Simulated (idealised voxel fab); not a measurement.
Process module under the name voxel spacer lines
The width of the displayed cross-section, cut, is 200 nm; its cells are square, with a size of 5 nm.
Just so we're on the same page, the cross-sections are grids of square cells, and they're listed out in bands top to bottom, each band one or more rows deep.
The band entry comprises the height of the band's top followed by the height of its bottom, expressed in nm, and subsequently the band's materials from left to right, each stated together with its width in nm. Where a single material is marked with the word "edge to edge", that material fills the band from edge to edge. The word "blank" represents empty space.
The level at which height equals 0 is the one under which the wafer, as it arrives, is entirely one material. No lower edge exists for the bottom band, which continues downward and is notated as in "from 0 down".
You'd read "30->40" like this: the band's top row of cells is as wide as the first number, its bottom row is as wide as the second, and going down, every row changes width by the same amount as the row before did.
A step reported as "nothing got changed" is a step in which no cell of the cross-section changed.
"Enclosed cavities" contains a list of empty spaces, each no smaller than 8 cells and without an open way to the top, written in the form width x height at distance with the distance from the left edge and all three in nm.
On a step's line, text after the settings is the simulator commenting on that step.
You can add "overlay nm" to a step's line. For a step with a mask, it describes how far the mask lay to the right of its planned position, and a negative number describes a lay to the left.
Each of the pairs that make up the rest of this document says: here is the cross-section before one process step, here is the cross-section after it, drawn only down to the lowest band that changed, and here, under the pair, is the step lying between them with its settings. Different pairs may come from different runs of this module on the same starting wafer, so a pair continues from the pair above it only where its entry headed "Pre-step view" says so.
Pre-step view:
	from 0 down: Si edge to edge
	Enclosed cavities: none
Cross-Section After Step:
	from 10 to 0: Al2O3 edge to edge
	below 0: unchanged
	Enclosed cavities: none
What was done to get from the before section above to the after section? CONFORMAL_DEP [material Al2O3] [thk nm 10]
Pre-step view: the cross-section after the pair above
Cross-Section After Step:
	from 30 to 10: W edge to edge
	below 10: unchanged
	Enclosed cavities: none
What was done to get from the before section above to the after section? DIRECTIONAL_DEP [material W] [thk nm 20]
Pre-step view: the cross-section after the pair above
Cross-Section After Step:
	from 50 to 30: aC edge to edge
	below 30: unchanged
	Enclosed cavities: none
What was done to get from the before section above to the after section? DIRECTIONAL_DEP [material aC] [thk nm 20]
Pre-step view: the cross-section after the pair above
Cross-Section After Step:
	from 75 to 50: 30 blank, then 20 resist, then 40 blank, then 20 resist, then 40 blank, then 20 resist, then 30 blank
	below 50: unchanged
	Enclosed cavities: none
What was done to get from the before section above to the after section? PATTERN [tone cover] [mask id MANDREL] [material resist] [width nm 20] [pitch nm 60] [thk nm 25] [overlay nm 0]
Pre-step view: the cross-section after the pair above
Cross-Section After Step:
	from 55 to 50: 30 blank, then 20 resist, then 40 blank, then 20 resist, then 40 blank, then 20 resist, then 30 blank
	from 50 to 30: 30 blank, then 20 aC, then 40 blank, then 20 aC, then 40 blank, then 20 aC, then 30 blank
	below 30: unchanged
	Enclosed cavities: none
What was done to get from the before section above to the after section? DIRECTIONAL_ETCH [etch materials aC] [depth nm 20]
Pre-step view: the cross-section after the pair above
Cross-Section After Step:
	from 50 to 30: 30 blank, then 20 aC, then 40 blank, then 20 aC, then 40 blank, then 20 aC, then 30 blank
	below 30: unchanged
	Enclosed cavities: none
What was done to get from the before section above to the after section? STRIP [etch materials resist]
Pre-step view: the cross-section after the pair above
Cross-Section After Step:
	from 60 to 50: 20 blank, then 40 SiN, then 20 blank, then 40 SiN, then 20 blank, then 40 SiN, then 20 blank
	from 50 to 40: 20 blank, then 10 SiN, then 20 aC, then 10 SiN, then 20 blank, then 10 SiN, then 20 aC, then 10 SiN, then 20 blank, then 10 SiN, then 20 aC, then 10 SiN, then 20 blank
	from 40 to 30: 30 SiN, then 20 aC, then 40 SiN, then 20 aC, then 40 SiN, then 20 aC, then 30 SiN
	below 30: unchanged
	Enclosed cavities: none
What was done to get from the before section above to the after section? CONFORMAL_DEP [material SiN] [thk nm 10]
Pre-step view: the cross-section after the pair above
Cross-Section After Step:
	from 50 to 30: 20 blank, then 10 SiN, then 20 aC, then 10 SiN, then 20 blank, then 10 SiN, then 20 aC, then 10 SiN, then 20 blank, then 10 SiN, then 20 aC, then 10 SiN, then 20 blank
	below 30: unchanged
	Enclosed cavities: none
What was done to get from the before section above to the after section? DIRECTIONAL_ETCH [etch materials SiN] [depth nm 10]
Pre-step view: the cross-section after the pair above
Cross-Section After Step:
	from 50 to 30: 20 blank, then 10 SiN, then 20 blank, then 10 SiN, then 20 blank, then 10 SiN, then 20 blank, then 10 SiN, then 20 blank, then 10 SiN, then 20 blank, then 10 SiN, then 20 blank
	below 30: unchanged
	Enclosed cavities: none
What was done to get from the before section above to the after section? STRIP [etch materials aC]
Pre-step view: the cross-section after the pair above
Cross-Section After Step:
	from 50 to 30: 20 blank, then 10 SiN, then 20 blank, then 10 SiN, then 20 blank, then 10 SiN, then 20 blank, then 10 SiN, then 20 blank, then 10 SiN, then 20 blank, then 10 SiN, then 20 blank
	from 30 to 10: 20 blank, then 10 W, then 20 blank, then 10 W, then 20 blank, then 10 W, then 20 blank, then 10 W, then 20 blank, then 10 W, then 20 blank, then 10 W, then 20 blank
	below 10: unchanged
	Enclosed cavities: none
What was done to get from the before section above to the after section? DIRECTIONAL_ETCH [etch materials W] [depth nm 20]
Pre-step view: the cross-section after the pair above
Cross-Section After Step:
	from 30 to 10: 20 blank, then 10 W, then 20 blank, then 10 W, then 20 blank, then 10 W, then 20 blank, then 10 W, then 20 blank, then 10 W, then 20 blank, then 10 W, then 20 blank
	below 10: unchanged
	Enclosed cavities: none
What was done to get from the before section above to the after section? STRIP [etch materials SiN]
Pre-step view:
	from 0 down: Si edge to edge
	Enclosed cavities: none
Cross-Section After Step:
	from 20 to 0: W edge to edge
	below 0: unchanged
	Enclosed cavities: none
What was done to get from the before section above to the after section? DIRECTIONAL_DEP [material W] [thk nm 20]
Pre-step view: the cross-section after the pair above
Cross-Section After Step:
	from 40 to 20: aC edge to edge
	below 20: unchanged
	Enclosed cavities: none
What was done to get from the before section above to the after section? DIRECTIONAL_DEP [material aC] [thk nm 20]
Pre-step view: the cross-section after the pair above
Cross-Section After Step:
	from 65 to 40: 30 blank, then 20 resist, then 40 blank, then 20 resist, then 40 blank, then 20 resist, then 30 blank
	below 40: unchanged
	Enclosed cavities: none
What was done to get from the before section above to the after section? PATTERN [tone cover] [mask id MANDREL] [material resist] [width nm 20] [pitch nm 60] [thk nm 25] [overlay nm 0]
Pre-step view: the cross-section after the pair above
Cross-Section After Step:
	from 45 to 40: 30 blank, then 20 resist, then 40 blank, then 20 resist, then 40 blank, then 20 resist, then 30 blank
	from 40 to 20: 30 blank, then 20 aC, then 40 blank, then 20 aC, then 40 blank, then 20 aC, then 30 blank
	below 20: unchanged
	Enclosed cavities: none
What was done to get from the before section above to the after section? DIRECTIONAL_ETCH [etch materials aC] [depth nm 20]
Pre-step view: the cross-section after the pair above
Cross-Section After Step:
	from 40 to 20: 30 blank, then 20 aC, then 40 blank, then 20 aC, then 40 blank, then 20 aC, then 30 blank
	below 20: unchanged
	Enclosed cavities: none
What was done to get from the before section above to the after section? STRIP [etch materials resist]
Pre-step view: the cross-section after the pair above
Cross-Section After Step:
	from 50 to 40: 20 blank, then 40 SiN, then 20 blank, then 40 SiN, then 20 blank, then 40 SiN, then 20 blank
	from 40 to 30: 20 blank, then 10 SiN, then 20 aC, then 10 SiN, then 20 blank, then 10 SiN, then 20 aC, then 10 SiN, then 20 blank, then 10 SiN, then 20 aC, then 10 SiN, then 20 blank
	from 30 to 20: 30 SiN, then 20 aC, then 40 SiN, then 20 aC, then 40 SiN, then 20 aC, then 30 SiN
	below 20: unchanged
	Enclosed cavities: none
What was done to get from the before section above to the after section? CONFORMAL_DEP [material SiN] [thk nm 10]
Pre-step view: the cross-section after the pair above
Cross-Section After Step:
	from 40 to 20: 20 blank, then 10 SiN, then 20 aC, then 10 SiN, then 20 blank, then 10 SiN, then 20 aC, then 10 SiN, then 20 blank, then 10 SiN, then 20 aC, then 10 SiN, then 20 blank
	below 20: unchanged
	Enclosed cavities: none
What was done to get from the before section above to the after section? DIRECTIONAL_ETCH [etch materials SiN] [depth nm 10]
Pre-step view: the cross-section after the pair above
Cross-Section After Step:
	from 40 to 20: 20 blank, then 10 SiN, then 20 blank, then 10 SiN, then 20 blank, then 10 SiN, then 20 blank, then 10 SiN, then 20 blank, then 10 SiN, then 20 blank, then 10 SiN, then 20 blank
	below 20: unchanged
	Enclosed cavities: none
What was done to get from the before section above to the after section? STRIP [etch materials aC]
Pre-step view: the cross-section after the pair above
Cross-Section After Step:
	from 40 to 20: 20 blank, then 10 SiN, then 20 blank, then 10 SiN, then 20 blank, then 10 SiN, then 20 blank, then 10 SiN, then 20 blank, then 10 SiN, then 20 blank, then 10 SiN, then 20 blank
	from 20 to 0: 20 blank, then 10 W, then 20 blank, then 10 W, then 20 blank, then 10 W, then 20 blank, then 10 W, then 20 blank, then 10 W, then 20 blank, then 10 W, then 20 blank
	below 0: unchanged
	Enclosed cavities: none
What was done to get from the before section above to the after section? DIRECTIONAL_ETCH [etch materials W] [depth nm 20]
Pre-step view: the cross-section after the pair above
Cross-Section After Step:
	from 20 to 0: 20 blank, then 10 W, then 20 blank, then 10 W, then 20 blank, then 10 W, then 20 blank, then 10 W, then 20 blank, then 10 W, then 20 blank, then 10 W, then 20 blank
	below 0: unchanged
	Enclosed cavities: none
What was done to get from the before section above to the after section? STRIP [etch materials SiN]
Pre-step view:
	from 30 to 10: W edge to edge
	from 10 to 0: Al2O3 edge to edge
	from 0 down: Si edge to edge
	Enclosed cavities: none
Cross-Section After Step:
	from 50 to 10: W edge to edge
	below 10: unchanged
	Enclosed cavities: none
What was done to get from the before section above to the after section? DIRECTIONAL_DEP [material W] [thk nm 20]
Pre-step view: the cross-section after the pair above
Cross-Section After Step:
	from 70 to 50: aC edge to edge
	below 50: unchanged
	Enclosed cavities: none
What was done to get from the before section above to the after section? DIRECTIONAL_DEP [material aC] [thk nm 20]
Pre-step view: the cross-section after the pair above
Cross-Section After Step:
	from 95 to 70: 30 blank, then 20 resist, then 40 blank, then 20 resist, then 40 blank, then 20 resist, then 30 blank
	below 70: unchanged
	Enclosed cavities: none
What was done to get from the before section above to the after section? PATTERN [tone cover] [mask id MANDREL] [material resist] [width nm 20] [pitch nm 60] [thk nm 25] [overlay nm 0]
Pre-step view: the cross-section after the pair above
Cross-Section After Step:
	from 75 to 70: 30 blank, then 20 resist, then 40 blank, then 20 resist, then 40 blank, then 20 resist, then 30 blank
	from 70 to 50: 30 blank, then 20 aC, then 40 blank, then 20 aC, then 40 blank, then 20 aC, then 30 blank
	below 50: unchanged
	Enclosed cavities: none
What was done to get from the before section above to the after section? DIRECTIONAL_ETCH [etch materials aC] [depth nm 20]
Pre-step view: the cross-section after the pair above
Cross-Section After Step:
	from 70 to 50: 30 blank, then 20 aC, then 40 blank, then 20 aC, then 40 blank, then 20 aC, then 30 blank
	below 50: unchanged
	Enclosed cavities: none
What was done to get from the before section above to the after section? STRIP [etch materials resist]
Pre-step view: the cross-section after the pair above
Cross-Section After Step:
	from 80 to 70: 20 blank, then 40 SiN, then 20 blank, then 40 SiN, then 20 blank, then 40 SiN, then 20 blank
	from 70 to 60: 20 blank, then 10 SiN, then 20 aC, then 10 SiN, then 20 blank, then 10 SiN, then 20 aC, then 10 SiN, then 20 blank, then 10 SiN, then 20 aC, then 10 SiN, then 20 blank
	from 60 to 50: 30 SiN, then 20 aC, then 40 SiN, then 20 aC, then 40 SiN, then 20 aC, then 30 SiN
	below 50: unchanged
	Enclosed cavities: none
What was done to get from the before section above to the after section? CONFORMAL_DEP [material SiN] [thk nm 10]
Pre-step view: the cross-section after the pair above
Cross-Section After Step:
	from 70 to 50: 20 blank, then 10 SiN, then 20 aC, then 10 SiN, then 20 blank, then 10 SiN, then 20 aC, then 10 SiN, then 20 blank, then 10 SiN, then 20 aC, then 10 SiN, then 20 blank
	below 50: unchanged
	Enclosed cavities: none
What was done to get from the before section above to the after section? DIRECTIONAL_ETCH [etch materials SiN] [depth nm 10]
Pre-step view: the cross-section after the pair above
Cross-Section After Step:
	from 70 to 50: 20 blank, then 10 SiN, then 20 blank, then 10 SiN, then 20 blank, then 10 SiN, then 20 blank, then 10 SiN, then 20 blank, then 10 SiN, then 20 blank, then 10 SiN, then 20 blank
	below 50: unchanged
	Enclosed cavities: none
What was done to get from the before section above to the after section? STRIP [etch materials aC]
Pre-step view: the cross-section after the pair above
Cross-Section After Step:
	from 70 to 50: 20 blank, then 10 SiN, then 20 blank, then 10 SiN, then 20 blank, then 10 SiN, then 20 blank, then 10 SiN, then 20 blank, then 10 SiN, then 20 blank, then 10 SiN, then 20 blank
	from 50 to 30: 20 blank, then 10 W, then 20 blank, then 10 W, then 20 blank, then 10 W, then 20 blank, then 10 W, then 20 blank, then 10 W, then 20 blank, then 10 W, then 20 blank
	below 30: unchanged
	Enclosed cavities: none
What was done to get from the before section above to the after section? DIRECTIONAL_ETCH [etch materials W] [depth nm 20]
Pre-step view: the cross-section after the pair above
Cross-Section After Step:
	from 50 to 30: 20 blank, then 10 W, then 20 blank, then 10 W, then 20 blank, then 10 W, then 20 blank, then 10 W, then 20 blank, then 10 W, then 20 blank, then 10 W, then 20 blank
	below 30: unchanged
	Enclosed cavities: none
What was done to get from the before section above to the after section? STRIP [etch materials SiN]
Pre-step view:
	from 20 to 0: W edge to edge
	from 0 down: Si edge to edge
	Enclosed cavities: none
Cross-Section After Step:
	from 30 to 20: Al2O3 edge to edge
	below 20: unchanged
	Enclosed cavities: none
What was done to get from the before section above to the after section? CONFORMAL_DEP [material Al2O3] [thk nm 10]
Pre-step view: the cross-section after the pair above
Cross-Section After Step:
	from 50 to 30: aC edge to edge
	below 30: unchanged
	Enclosed cavities: none
What was done to get from the before section above to the after section? DIRECTIONAL_DEP [material aC] [thk nm 20]
Pre-step view: the cross-section after the pair above
Cross-Section After Step:
	from 75 to 50: 30 blank, then 20 resist, then 40 blank, then 20 resist, then 40 blank, then 20 resist, then 30 blank
	below 50: unchanged
	Enclosed cavities: none
What was done to get from the before section above to the after section? PATTERN [tone cover] [mask id MANDREL] [material resist] [width nm 20] [pitch nm 60] [thk nm 25] [overlay nm 0]
Pre-step view: the cross-section after the pair above
Cross-Section After Step:
	from 55 to 50: 30 blank, then 20 resist, then 40 blank, then 20 resist, then 40 blank, then 20 resist, then 30 blank
	from 50 to 30: 30 blank, then 20 aC, then 40 blank, then 20 aC, then 40 blank, then 20 aC, then 30 blank
	below 30: unchanged
	Enclosed cavities: none
What was done to get from the before section above to the after section? DIRECTIONAL_ETCH [etch materials aC] [depth nm 20]
Pre-step view: the cross-section after the pair above
Cross-Section After Step:
	from 50 to 30: 30 blank, then 20 aC, then 40 blank, then 20 aC, then 40 blank, then 20 aC, then 30 blank
	below 30: unchanged
	Enclosed cavities: none
What was done to get from the before section above to the after section? STRIP [etch materials resist]
Pre-step view: the cross-section after the pair above
Cross-Section After Step:
	from 60 to 50: 20 blank, then 40 SiN, then 20 blank, then 40 SiN, then 20 blank, then 40 SiN, then 20 blank
	from 50 to 40: 20 blank, then 10 SiN, then 20 aC, then 10 SiN, then 20 blank, then 10 SiN, then 20 aC, then 10 SiN, then 20 blank, then 10 SiN, then 20 aC, then 10 SiN, then 20 blank
	from 40 to 30: 30 SiN, then 20 aC, then 40 SiN, then 20 aC, then 40 SiN, then 20 aC, then 30 SiN
	below 30: unchanged
	Enclosed cavities: none
What was done to get from the before section above to the after section? CONFORMAL_DEP [material SiN] [thk nm 10]
Pre-step view: the cross-section after the pair above
Cross-Section After Step:
	from 50 to 30: 20 blank, then 10 SiN, then 20 aC, then 10 SiN, then 20 blank, then 10 SiN, then 20 aC, then 10 SiN, then 20 blank, then 10 SiN, then 20 aC, then 10 SiN, then 20 blank
	below 30: unchanged
	Enclosed cavities: none
What was done to get from the before section above to the after section? DIRECTIONAL_ETCH [etch materials SiN] [depth nm 10]
Pre-step view: the cross-section after the pair above
Cross-Section After Step:
	from 50 to 30: 20 blank, then 10 SiN, then 20 blank, then 10 SiN, then 20 blank, then 10 SiN, then 20 blank, then 10 SiN, then 20 blank, then 10 SiN, then 20 blank, then 10 SiN, then 20 blank
	below 30: unchanged
	Enclosed cavities: none
What was done to get from the before section above to the after section? STRIP [etch materials aC]
Pre-step view: the cross-section after the pair above
Cross-Section After Step:
	from 30 to 20: Al2O3 edge to edge
	below 20: unchanged
	Enclosed cavities: none
What was done to get from the before section above to the after section? STRIP [etch materials SiN]
Pre-step view:
	from 10 to 0: Al2O3 edge to edge
	from 0 down: Si edge to edge
	Enclosed cavities: none
Cross-Section After Step:
	from 40 to 10: W edge to edge
	below 10: unchanged
	Enclosed cavities: none
What was done to get from the before section above to the after section? DIRECTIONAL_DEP [material W] [thk nm 30]
Pre-step view: the cross-section after the pair above
Cross-Section After Step:
	from 60 to 40: aC edge to edge
	below 40: unchanged
	Enclosed cavities: none
What was done to get from the before section above to the after section? DIRECTIONAL_DEP [material aC] [thk nm 20]
Pre-step view: the cross-section after the pair above
Cross-Section After Step:
	from 85 to 60: 30 blank, then 20 resist, then 40 blank, then 20 resist, then 40 blank, then 20 resist, then 30 blank
	below 60: unchanged
	Enclosed cavities: none
What was done to get from the before section above to the after section? PATTERN [tone cover] [mask id MANDREL] [material resist] [width nm 20] [pitch nm 60] [thk nm 25] [overlay nm 0]
Pre-step view: the cross-section after the pair above
Cross-Section After Step:
	from 65 to 60: 30 blank, then 20 resist, then 40 blank, then 20 resist, then 40 blank, then 20 resist, then 30 blank
	from 60 to 40: 30 blank, then 20 aC, then 40 blank, then 20 aC, then 40 blank, then 20 aC, then 30 blank
	below 40: unchanged
	Enclosed cavities: none
What was done to get from the before section above to the after section? DIRECTIONAL_ETCH [etch materials aC] [depth nm 20]
Pre-step view: the cross-section after the pair above
Cross-Section After Step:
	from 60 to 40: 30 blank, then 20 aC, then 40 blank, then 20 aC, then 40 blank, then 20 aC, then 30 blank
	below 40: unchanged
	Enclosed cavities: none
What was done to get from the before section above to the after section? STRIP [etch materials resist]
Pre-step view: the cross-section after the pair above
Cross-Section After Step:
	from 70 to 60: 20 blank, then 40 SiN, then 20 blank, then 40 SiN, then 20 blank, then 40 SiN, then 20 blank
	from 60 to 50: 20 blank, then 10 SiN, then 20 aC, then 10 SiN, then 20 blank, then 10 SiN, then 20 aC, then 10 SiN, then 20 blank, then 10 SiN, then 20 aC, then 10 SiN, then 20 blank
	from 50 to 40: 30 SiN, then 20 aC, then 40 SiN, then 20 aC, then 40 SiN, then 20 aC, then 30 SiN
	below 40: unchanged
	Enclosed cavities: none
What was done to get from the before section above to the after section? CONFORMAL_DEP [material SiN] [thk nm 10]
Pre-step view: the cross-section after the pair above
Cross-Section After Step:
	from 60 to 40: 20 blank, then 10 SiN, then 20 aC, then 10 SiN, then 20 blank, then 10 SiN, then 20 aC, then 10 SiN, then 20 blank, then 10 SiN, then 20 aC, then 10 SiN, then 20 blank
	below 40: unchanged
	Enclosed cavities: none
What was done to get from the before section above to the after section? DIRECTIONAL_ETCH [etch materials SiN] [depth nm 10]
Pre-step view: the cross-section after the pair above
Cross-Section After Step:
	from 60 to 40: 20 blank, then 10 SiN, then 20 blank, then 10 SiN, then 20 blank, then 10 SiN, then 20 blank, then 10 SiN, then 20 blank, then 10 SiN, then 20 blank, then 10 SiN, then 20 blank
	below 40: unchanged
	Enclosed cavities: none
What was done to get from the before section above to the after section? STRIP [etch materials aC]
Pre-step view: the cross-section after the pair above
Cross-Section After Step:
	from 60 to 40: 20 blank, then 10 SiN, then 20 blank, then 10 SiN, then 20 blank, then 10 SiN, then 20 blank, then 10 SiN, then 20 blank, then 10 SiN, then 20 blank, then 10 SiN, then 20 blank
	from 40 to 20: 20 blank, then 10 W, then 20 blank, then 10 W, then 20 blank, then 10 W, then 20 blank, then 10 W, then 20 blank, then 10 W, then 20 blank, then 10 W, then 20 blank
	below 20: unchanged
	Enclosed cavities: none
What was done to get from the before section above to the after section? DIRECTIONAL_ETCH [etch materials W] [depth nm 20]
Pre-step view: the cross-section after the pair above
Cross-Section After Step:
	from 40 to 20: 20 blank, then 10 W, then 20 blank, then 10 W, then 20 blank, then 10 W, then 20 blank, then 10 W, then 20 blank, then 10 W, then 20 blank, then 10 W, then 20 blank
	below 20: unchanged
	Enclosed cavities: none
What was done to get from the before section above to the after section? STRIP [etch materials SiN]
Pre-step view:
	from 50 to 30: aC edge to edge
	from 30 to 10: W edge to edge
	from 10 to 0: Al2O3 edge to edge
	from 0 down: Si edge to edge
	Enclosed cavities: none
Cross-Section After Step:
	from 75 to 50: 25 blank, then 30 resist, then 30 blank, then 30 resist, then 30 blank, then 30 resist, then 25 blank
	below 50: unchanged
	Enclosed cavities: none
What was done to get from the before section above to the after section? PATTERN [tone cover] [mask id MANDREL] [material resist] [width nm 30] [pitch nm 60] [thk nm 25] [overlay nm 0]
Pre-step view: the cross-section after the pair above
Cross-Section After Step:
	from 55 to 50: 25 blank, then 30 resist, then 30 blank, then 30 resist, then 30 blank, then 30 resist, then 25 blank
	from 50 to 30: 25 blank, then 30 aC, then 30 blank, then 30 aC, then 30 blank, then 30 aC, then 25 blank
	below 30: unchanged
	Enclosed cavities: none
What was done to get from the before section above to the after section? DIRECTIONAL_ETCH [etch materials aC] [depth nm 20]
Pre-step view: the cross-section after the pair above
Cross-Section After Step:
	from 50 to 30: 25 blank, then 30 aC, then 30 blank, then 30 aC, then 30 blank, then 30 aC, then 25 blank
	below 30: unchanged
	Enclosed cavities: none
What was done to get from the before section above to the after section? STRIP [etch materials resist]
Pre-step view: the cross-section after the pair above
Cross-Section After Step:
	from 60 to 50: 15 blank, then 50 SiN, then 10 blank, then 50 SiN, then 10 blank, then 50 SiN, then 15 blank
	from 50 to 40: 15 blank, then 10 SiN, then 30 aC, then 10 SiN, then 10 blank, then 10 SiN, then 30 aC, then 10 SiN, then 10 blank, then 10 SiN, then 30 aC, then 10 SiN, then 15 blank
	from 40 to 30: 25 SiN, then 30 aC, then 30 SiN, then 30 aC, then 30 SiN, then 30 aC, then 25 SiN
	below 30: unchanged
	Enclosed cavities: none
What was done to get from the before section above to the after section? CONFORMAL_DEP [material SiN] [thk nm 10]
Pre-step view: the cross-section after the pair above
Cross-Section After Step:
	from 50 to 30: 15 blank, then 10 SiN, then 30 aC, then 10 SiN, then 10 blank, then 10 SiN, then 30 aC, then 10 SiN, then 10 blank, then 10 SiN, then 30 aC, then 10 SiN, then 15 blank
	below 30: unchanged
	Enclosed cavities: none
What was done to get from the before section above to the after section? DIRECTIONAL_ETCH [etch materials SiN] [depth nm 10]
Pre-step view: the cross-section after the pair above
Cross-Section After Step:
	from 50 to 30: 15 blank, then 10 SiN, then 30 blank, then 10 SiN, then 10 blank, then 10 SiN, then 30 blank, then 10 SiN, then 10 blank, then 10 SiN, then 30 blank, then 10 SiN, then 15 blank
	below 30: unchanged
	Enclosed cavities: none
What was done to get from the before section above to the after section? STRIP [etch materials aC]
Pre-step view: the cross-section after the pair above
Cross-Section After Step:
	from 50 to 30: 15 blank, then 10 SiN, then 30 blank, then 10 SiN, then 10 blank, then 10 SiN, then 30 blank, then 10 SiN, then 10 blank, then 10 SiN, then 30 blank, then 10 SiN, then 15 blank
	from 30 to 10: 15 blank, then 10 W, then 30 blank, then 10 W, then 10 blank, then 10 W, then 30 blank, then 10 W, then 10 blank, then 10 W, then 30 blank, then 10 W, then 15 blank
	below 10: unchanged
	Enclosed cavities: none
What was done to get from the before section above to the after section? DIRECTIONAL_ETCH [etch materials W] [depth nm 20]
Pre-step view: the cross-section after the pair above
Cross-Section After Step:
	from 30 to 10: 15 blank, then 10 W, then 30 blank, then 10 W, then 10 blank, then 10 W, then 30 blank, then 10 W, then 10 blank, then 10 W, then 30 blank, then 10 W, then 15 blank
	below 10: unchanged
	Enclosed cavities: none
What was done to get from the before section above to the after section? STRIP [etch materials SiN]
Pre-step view:
	from 50 to 30: aC edge to edge
	from 30 to 10: W edge to edge
	from 10 to 0: Al2O3 edge to edge
	from 0 down: Si edge to edge
	Enclosed cavities: none
Cross-Section After Step:
	from 75 to 50: 25 blank, then 20 resist, then 40 blank, then 20 resist, then 40 blank, then 20 resist, then 35 blank
	below 50: unchanged
	Enclosed cavities: none
What was done to get from the before section above to the after section? PATTERN [tone cover] [mask id MANDREL] [material resist] [width nm 20] [pitch nm 60] [thk nm 25] [overlay nm -5]
Pre-step view: the cross-section after the pair above
Cross-Section After Step:
	from 55 to 50: 25 blank, then 20 resist, then 40 blank, then 20 resist, then 40 blank, then 20 resist, then 35 blank
	from 50 to 30: 25 blank, then 20 aC, then 40 blank, then 20 aC, then 40 blank, then 20 aC, then 35 blank
	below 30: unchanged
	Enclosed cavities: none
What was done to get from the before section above to the after section? DIRECTIONAL_ETCH [etch materials aC] [depth nm 20]
Pre-step view: the cross-section after the pair above
Cross-Section After Step:
	from 50 to 30: 25 blank, then 20 aC, then 40 blank, then 20 aC, then 40 blank, then 20 aC, then 35 blank
	below 30: unchanged
	Enclosed cavities: none
What was done to get from the before section above to the after section? STRIP [etch materials resist]
Pre-step view: the cross-section after the pair above
Cross-Section After Step:
	from 60 to 50: 15 blank, then 40 SiN, then 20 blank, then 40 SiN, then 20 blank, then 40 SiN, then 25 blank
	from 50 to 40: 15 blank, then 10 SiN, then 20 aC, then 10 SiN, then 20 blank, then 10 SiN, then 20 aC, then 10 SiN, then 20 blank, then 10 SiN, then 20 aC, then 10 SiN, then 25 blank
	from 40 to 30: 25 SiN, then 20 aC, then 40 SiN, then 20 aC, then 40 SiN, then 20 aC, then 35 SiN
	below 30: unchanged
	Enclosed cavities: none
What was done to get from the before section above to the after section? CONFORMAL_DEP [material SiN] [thk nm 10]
Pre-step view: the cross-section after the pair above
Cross-Section After Step:
	from 50 to 30: 15 blank, then 10 SiN, then 20 aC, then 10 SiN, then 20 blank, then 10 SiN, then 20 aC, then 10 SiN, then 20 blank, then 10 SiN, then 20 aC, then 10 SiN, then 25 blank
	below 30: unchanged
	Enclosed cavities: none
What was done to get from the before section above to the after section? DIRECTIONAL_ETCH [etch materials SiN] [depth nm 10]
Pre-step view: the cross-section after the pair above
Cross-Section After Step:
	from 50 to 30: 15 blank, then 10 SiN, then 20 blank, then 10 SiN, then 20 blank, then 10 SiN, then 20 blank, then 10 SiN, then 20 blank, then 10 SiN, then 20 blank, then 10 SiN, then 25 blank
	below 30: unchanged
	Enclosed cavities: none
What was done to get from the before section above to the after section? STRIP [etch materials aC]
Pre-step view: the cross-section after the pair above
Cross-Section After Step:
	from 50 to 30: 15 blank, then 10 SiN, then 20 blank, then 10 SiN, then 20 blank, then 10 SiN, then 20 blank, then 10 SiN, then 20 blank, then 10 SiN, then 20 blank, then 10 SiN, then 25 blank
	from 30 to 10: 15 blank, then 10 W, then 20 blank, then 10 W, then 20 blank, then 10 W, then 20 blank, then 10 W, then 20 blank, then 10 W, then 20 blank, then 10 W, then 25 blank
	below 10: unchanged
	Enclosed cavities: none
What was done to get from the before section above to the after section? DIRECTIONAL_ETCH [etch materials W] [depth nm 20]
Pre-step view: the cross-section after the pair above
Cross-Section After Step:
	from 30 to 10: 15 blank, then 10 W, then 20 blank, then 10 W, then 20 blank, then 10 W, then 20 blank, then 10 W, then 20 blank, then 10 W, then 20 blank, then 10 W, then 25 blank
	below 10: unchanged
	Enclosed cavities: none
What was done to get from the before section above to the after section? STRIP [etch materials SiN]
Pre-step view:
	from 50 to 30: 20 blank, then 10 SiN, then 20 aC, then 10 SiN, then 20 blank, then 10 SiN, then 20 aC, then 10 SiN, then 20 blank, then 10 SiN, then 20 aC, then 10 SiN, then 20 blank
	from 30 to 10: W edge to edge
	from 10 to 0: Al2O3 edge to edge
	from 0 down: Si edge to edge
	Enclosed cavities: none
Cross-Section After Step:
	from 50 to 30: 30 blank, then 20 aC, then 40 blank, then 20 aC, then 40 blank, then 20 aC, then 30 blank
	below 30: unchanged
	Enclosed cavities: none
What was done to get from the before section above to the after section? STRIP [etch materials SiN]
Pre-step view: the cross-section after the pair above
Cross-Section After Step:
	from 50 to 30: 30 blank, then 20 aC, then 40 blank, then 20 aC, then 40 blank, then 20 aC, then 30 blank
	from 30 to 10: 30 blank, then 20 W, then 40 blank, then 20 W, then 40 blank, then 20 W, then 30 blank
	below 10: unchanged
	Enclosed cavities: none
What was done to get from the before section above to the after section? DIRECTIONAL_ETCH [etch materials W] [depth nm 20]
Pre-step view:
	from 50 to 30: aC edge to edge
	from 30 to 10: W edge to edge
	from 10 to 0: Al2O3 edge to edge
	from 0 down: Si edge to edge
	Enclosed cavities: none
Cross-Section After Step:
	from 75 to 50: 30 resist, then 20 blank, then 40 resist, then 20 blank, then 40 resist, then 20 blank, then 30 resist
	below 50: unchanged
	Enclosed cavities: none
What was done to get from the before section above to the after section? PATTERN [tone open] [mask id MANDREL] [material resist] [width nm 20] [pitch nm 60] [thk nm 25] [overlay nm 0]
Pre-step view: the cross-section after the pair above
Cross-Section After Step:
	from 55 to 50: 30 resist, then 20 blank, then 40 resist, then 20 blank, then 40 resist, then 20 blank, then 30 resist
	from 50 to 30: 30 aC, then 20 blank, then 40 aC, then 20 blank, then 40 aC, then 20 blank, then 30 aC
	below 30: unchanged
	Enclosed cavities: none
What was done to get from the before section above to the after section? DIRECTIONAL_ETCH [etch materials aC] [depth nm 20]
Pre-step view: the cross-section after the pair above
Cross-Section After Step:
	from 50 to 30: 30 aC, then 20 blank, then 40 aC, then 20 blank, then 40 aC, then 20 blank, then 30 aC
	below 30: unchanged
	Enclosed cavities: none
What was done to get from the before section above to the after section? STRIP [etch materials resist]
Pre-step view: the cross-section after the pair above
Cross-Section After Step:
	from 60 to 50: SiN edge to edge
	from 50 to 30: 30 aC, then 20 SiN, then 40 aC, then 20 SiN, then 40 aC, then 20 SiN, then 30 aC
	below 30: unchanged
	Enclosed cavities: none
What was done to get from the before section above to the after section? CONFORMAL_DEP [material SiN] [thk nm 10]
Pre-step view: the cross-section after the pair above
Cross-Section After Step:
	from 50 to 30: 30 aC, then 20 SiN, then 40 aC, then 20 SiN, then 40 aC, then 20 SiN, then 30 aC
	below 30: unchanged
	Enclosed cavities: none
What was done to get from the before section above to the after section? DIRECTIONAL_ETCH [etch materials SiN] [depth nm 10]
Pre-step view: the cross-section after the pair above
Cross-Section After Step:
	from 50 to 30: 30 blank, then 20 SiN, then 40 blank, then 20 SiN, then 40 blank, then 20 SiN, then 30 blank
	below 30: unchanged
	Enclosed cavities: none
What was done to get from the before section above to the after section? STRIP [etch materials aC]
